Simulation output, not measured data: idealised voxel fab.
The process module that follows is named voxel transistor to metal.
Pictured: cross-section cut, 180 nm wide, on a grid of 5 nm square cells.
In this document a cross-section is written as a grid of square cells. It is given as a series of bands, listed from the top down, and a band is one or more rows of cells.
This entry defines a band. It first specifies the height of the band's top and the height of its bottom in nm, and then specifies the band's materials from left to right, stating each material with its width in nm. The word "throughout" identifies a single material that fills the band from edge to edge, while the word "blank" identifies empty space.
We count height from 0. Below that, the starting wafer is all one material. The lowest band never ends at the bottom but goes on down; see "0 down" for how that is written.
Top row gets the first number, bottom row gets the second, and each row in between changes by the same step: that is how a band width like "30..40" works.
Key: "remained unchanged" - step with no changed cell in the cross-section.
Closed empty spaces (no open way to the top) of 8 cells or more are what "Enclosed void entries" lists, each as width x height at distance from the left edge, nm for all three.
Formally, on a step line, whatever follows the settings is a remark that the simulator itself makes on the step.
On any step carrying a mask, the "overlay nm" setting, if present on the step's line, tells how far right of its planned place the mask lay; negative values point to the left.

### This section lists the process steps that were planned
1: RECEIVE (material Si)
2: CONFORMAL_DEP (material SiO2; thk nm 5)
3: CONFORMAL_DEP (material SiN; thk nm 15)
4: MASKED_ETCH (tone cover; mask id ACTIVE; width nm 115; etch materials SiN; depth nm 15; overlay nm 0)
5: MASKED_ETCH (tone cover; mask id ACTIVE; width nm 115; etch materials SiO2; depth nm 5; overlay nm 0)
6: MASKED_ETCH (tone cover; mask id ACTIVE; width nm 115; etch materials Si; depth nm 25; overlay nm 0)
7: OXIDIZE (depth nm 5)
8: FILL_DEP (material SiO2; thk nm 10)
9: CMP (height nm 20)
10: SELECTIVE_ETCH (etch materials SiO2; depth nm 15)
11: STRIP (etch materials SiN)
12: SELECTIVE_ETCH (etch materials SiO2; depth nm 5)
13: OXIDIZE (depth nm 5)
14: DIRECTIONAL_DEP (material polySi; thk nm 30)
15: DIRECTIONAL_DEP (material SiCN; thk nm 15)
16: PATTERN (tone cover; mask id GATE; material resist; width nm 25; thk nm 15; overlay nm 0)
17: DIRECTIONAL_ETCH (etch materials SiCN; depth nm 25)
18: DIRECTIONAL_ETCH (etch materials polySi; depth nm 40)
19: STRIP (etch materials resist)
20: CONFORMAL_DEP (material SiN; thk nm 10)
21: DIRECTIONAL_ETCH (etch materials SiN; depth nm 10)
22: DIRECTIONAL_ETCH (etch materials SiO2; depth nm 5)
23: DIRECTIONAL_ETCH (etch materials Si; depth nm 10)
24: EPI (material pSi; thk nm 15)
25: FILL_DEP (material SiO2; thk nm 10)
26: CMP (height nm 45)
27: DIRECTIONAL_DEP (material SiO2; thk nm 15)
28: DIRECTIONAL_DEP (material aC; thk nm 15)
29: PATTERN (tone open; mask id CONTACT; material resist; width nm 15; pitch nm 80; thk nm 30; overlay nm 0)
30: DIRECTIONAL_ETCH (etch materials aC; depth nm 15)
31: STRIP (etch materials resist)
32: DIRECTIONAL_ETCH (etch materials SiO2; depth nm 60)
33: STRIP (etch materials aC)
34: CONFORMAL_DEP (material TiN; thk nm 5)
35: FILL_DEP (material Ru; thk nm 5)
36: CMP (height nm 60)
37: CONFORMAL_DEP (material SiN; thk nm 5)
38: DIRECTIONAL_DEP (material SiO2; thk nm 15)
39: DIRECTIONAL_DEP (material aC; thk nm 10)
40: PATTERN (tone open; mask id METAL_1; material resist; width nm 15; pitch nm 80; thk nm 30; overlay nm 0)
41: DIRECTIONAL_ETCH (etch materials aC; depth nm 10)
42: STRIP (etch materials resist)
43: DIRECTIONAL_ETCH (etch materials SiO2; depth nm 15)
44: DIRECTIONAL_ETCH (etch materials SiN; depth nm 5)
45: STRIP (etch materials aC)
46: CONFORMAL_DEP (material TiN; thk nm 5)
47: FILL_DEP (material Ru; thk nm 5)
48: CMP (height nm 80)
49: CONFORMAL_DEP (material SiCN; thk nm 5)
50: DIRECTIONAL_DEP (material SiO2; thk nm 30)
51: DIRECTIONAL_DEP (material aC; thk nm 10)
52: PATTERN (tone open; mask id METAL_2; material resist; width nm 15; pitch nm 80; thk nm 25; overlay nm 0)
53: DIRECTIONAL_ETCH (etch materials aC; depth nm 10)
54: STRIP (etch materials resist)
55: DIRECTIONAL_ETCH (etch materials SiO2; depth nm 20)
56: STRIP (etch materials aC)
57: MASKED_ETCH (tone open; mask id METAL_2_HOLES; width nm 15; pitch nm 80; etch materials SiO2; depth nm 10; overlay nm 0)
58: MASKED_ETCH (tone open; mask id METAL_2_HOLES; width nm 15; pitch nm 80; etch materials SiCN; depth nm 5; overlay nm 0)
59: CONFORMAL_DEP (material TiN; thk nm 5)
60: FILL_DEP (material Cu; thk nm 10)
61: CMP (height nm 115)
62: CONFORMAL_DEP (material SiN; thk nm 5)

### as received, after step 1
    0 down | Si throughout
    Enclosed void entries: none

### This is how the wafer looks in cross-section once the module is done, given the starting state and plan above and one mistake in carrying the plan out
    120 to 115 | SiN throughout
    115 to 105 | SiO2: 35 / TiN: 5 / Cu: 10..5 / TiN: 5..10 / SiO2: 60 / TiN: 5 / Cu: 10..5 / TiN: 5..10 / SiO2: 45
    105 to 100 | SiO2: 35 / TiN: 5 / Cu: 5 / TiN: 5 / SiO2: 65 / TiN: 5 / Cu: 5 / TiN: 5 / SiO2: 50
    100 to 95 | SiO2: 35 / TiN: 15 / SiO2: 65 / TiN: 15 / SiO2: 50
    95 to 85 | SiO2: 40 / TiN: 10 / SiO2: 70 / TiN: 10 / SiO2: 50
    85 to 80 | SiCN: 40 / TiN: 10 / SiCN: 70 / TiN: 10 / SiCN: 50
    80 to 65 | SiO2: 40 / TiN: 5 / Ru: 5 / TiN: 5 / SiO2: 65 / TiN: 5 / Ru: 5 / TiN: 5 / SiO2: 45
    65 to 60 | SiN: 40 / TiN: 15 / SiN: 65 / TiN: 15 / SiN: 45
    60 to 45 | SiO2: 40 / TiN: 5 / Ru: 5 / TiN: 5 / SiO2: 65 / TiN: 5 / Ru: 5 / TiN: 5 / SiO2: 45
    45 to 30 | SiO2: 40 / TiN: 5 / Ru: 5 / TiN: 5 / SiO2: 10 / SiN: 10 / SiCN: 25 / SiN: 10 / SiO2: 10 / TiN: 5 / Ru: 5 / TiN: 5 / SiO2: 45
    30 to 15 | SiO2: 40 / TiN: 5 / Ru: 5 / TiN: 5 / SiO2: 10 / SiN: 10 / polySi: 25 / SiN: 10 / SiO2: 10 / TiN: 5 / Ru: 5 / TiN: 5 / SiO2: 45
    15 to 10 | SiO2: 40 / TiN: 15 / SiO2: 10 / SiN: 10 / polySi: 25 / SiN: 10 / SiO2: 10 / TiN: 15 / SiO2: 45
    10 to 0 | SiO2: 40 / TiN: 10 / pSi: 15 / SiN: 10 / polySi: 25 / SiN: 10 / pSi: 15 / TiN: 10 / SiO2: 45
    0 to -5 | SiO2: 30 / pSi: 35 / SiO2: 45 / pSi: 35 / SiO2: 35
    -5 to -15 | SiO2: 35 / pSi: 30 / Si: 45 / pSi: 30 / SiO2: 40
    -15 to -30 | SiO2: 35 / Si: 105 / SiO2: 40
    -30 down | Si throughout
    Enclosed void entries: none
So what did we get wrong on this run? step 52 ran with different settings than intended, the actual operation and settings being PATTERN (tone open; mask id METAL_2; material resist; width nm 15; pitch nm 80; thk nm 25; overlay nm -5)
